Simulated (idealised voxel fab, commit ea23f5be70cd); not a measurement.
voxel capacitor over wiring: a process module
Cross-section cut spans 275 nm and uses square cells 5 nm in size.
Heads up, the way a cross-section reads in here is a grid of square cells, handed over as bands from the top down, with every band being one or more rows of cells. The band entry comprises the height of the band's top followed by the height of its bottom, expressed in nm, and subsequently the band's materials from left to right, each stated together with its width in nm. Where a single material is marked with the word "full width", that material fills the band from edge to edge. The word "air" represents empty space. Measure heights from 0. That's the level where, below it, the as-received wafer is all one material. The lowest band is bottomless and extends downward; write it as in "0 -> down". The expression "30->40" gives the width at the extremes of the band, the first number at its top row of cells and the second at its bottom row, with the width changing by equal amounts from each row to the next in between. What does "remains unaltered" mean for a step? It means no cell of the cross-section changed in that step. Under "Catalogued sealed voids" you'll find the enclosed gaps, the ones with no way out to the top, that are 8 cells or bigger; each reads width x height at distance, with distance counted from the left edge, everything in nm. Post-settings text on a step line: simulator's own remark regarding the step. The "overlay nm" setting may appear on a step's line; for a step that uses a mask, it gives how far to the right of its planned position the mask lay, and a negative value indicates the left.
## plan
1 RECEIVE,material Si
2 CONFORMAL_DEP,material SiO2,thk nm 10
3 DIRECTIONAL_DEP,material TiN,thk nm 5
4 DIRECTIONAL_DEP,material Ru,thk nm 15
5 DIRECTIONAL_DEP,material aC,thk nm 10
6 PATTERN,tone cover,mask id METAL_1,material resist,width nm 25,pitch nm 85,thk nm 30,overlay nm 0
7 DIRECTIONAL_ETCH,etch materials aC,depth nm 10
8 STRIP,etch materials resist
9 DIRECTIONAL_ETCH,etch materials Ru,depth nm 15
10 DIRECTIONAL_ETCH,etch materials TiN,depth nm 5
11 STRIP,etch materials aC
12 CONFORMAL_DEP,material SiN,thk nm 5
13 FILL_DEP,material lowk,thk nm 5
14 CMP,height nm 30
15 CONFORMAL_DEP,material SiCN,thk nm 5
16 DIRECTIONAL_DEP,material lowk,thk nm 20
17 PATTERN,tone open,mask id PLUG_1,material resist,width nm 15,thk nm 15,overlay nm 0
18 DIRECTIONAL_ETCH,etch materials lowk,depth nm 20
19 DIRECTIONAL_ETCH,etch materials SiCN,depth nm 5
20 STRIP,etch materials resist
21 EPI,material Ru,thk nm 10
22 EPI,material Ru,thk nm 10
23 EPI,material Ru,thk nm 5
24 DIRECTIONAL_DEP,material TiN,thk nm 5
25 DIRECTIONAL_DEP,material Al2O3,thk nm 5
26 DIRECTIONAL_DEP,material TiN,thk nm 5
27 PATTERN,tone cover,mask id UPPER_PLATE,material resist,width nm 65,thk nm 20,overlay nm 0
28 DIRECTIONAL_ETCH,etch materials TiN,depth nm 5
29 DIRECTIONAL_ETCH,etch materials Al2O3,depth nm 5
30 STRIP,etch materials resist
31 PATTERN,tone cover,mask id LOWER_PLATE,material resist,width nm 75,thk nm 20,overlay nm 0
32 DIRECTIONAL_ETCH,etch materials TiN,depth nm 5
33 STRIP,etch materials resist
34 FILL_DEP,material SiO2,thk nm 20
35 CMP,height nm 85
36 PATTERN,tone open,mask id PLUG_2,material resist,width nm 15,thk nm 20,overlay nm 0
37 DIRECTIONAL_ETCH,etch materials SiO2,depth nm 15
38 STRIP,etch materials resist
39 CONFORMAL_DEP,material TiN,thk nm 5
40 FILL_DEP,material W,thk nm 5
41 CMP,height nm 85
42 CONFORMAL_DEP,material SiCN,thk nm 5
## So this is the incoming wafer in cross-section - it's already been through step 1
	0 -> down  Si full width
	Catalogued sealed voids: none
## Figure: cross-sectional view of the wafer upon completion of the module, processed from the initial state and according to the plan depicted above, with one error introduced during execution
	90 -> 85  SiCN full width
	85 -> 75  SiO2: 100, TiN: 5, W: 5, TiN: 5, SiO2: 160
	75 -> 65  SiO2: 100->95, TiN: 15->60, SiO2: 160->120
	65 -> 60  SiO2: 95, Al2O3: 60, SiO2: 120
	60 -> 55  SiO2: 85, TiN: 75, SiO2: 115
	55 -> 35  lowk: 90, Ru: 15, lowk: 170
	35 -> 30  SiCN: 90, Ru: 15, SiCN: 170
	30 -> 15  lowk: 75, SiN: 5, Ru: 25, SiN: 5, lowk: 50, SiN: 5, Ru: 25, SiN: 5, lowk: 80
	15 -> 10  SiN: 80, TiN: 25, SiN: 60, TiN: 25, SiN: 85
	10 -> 0  SiO2 full width
	0 -> down  Si full width
	Catalogued sealed voids: none
So what did we get wrong on this run? note that step 27 departed from the planned setting and was carried out as PATTERN,tone cover,mask id UPPER_PLATE,material resist,width nm 60,thk nm 20,overlay nm 0
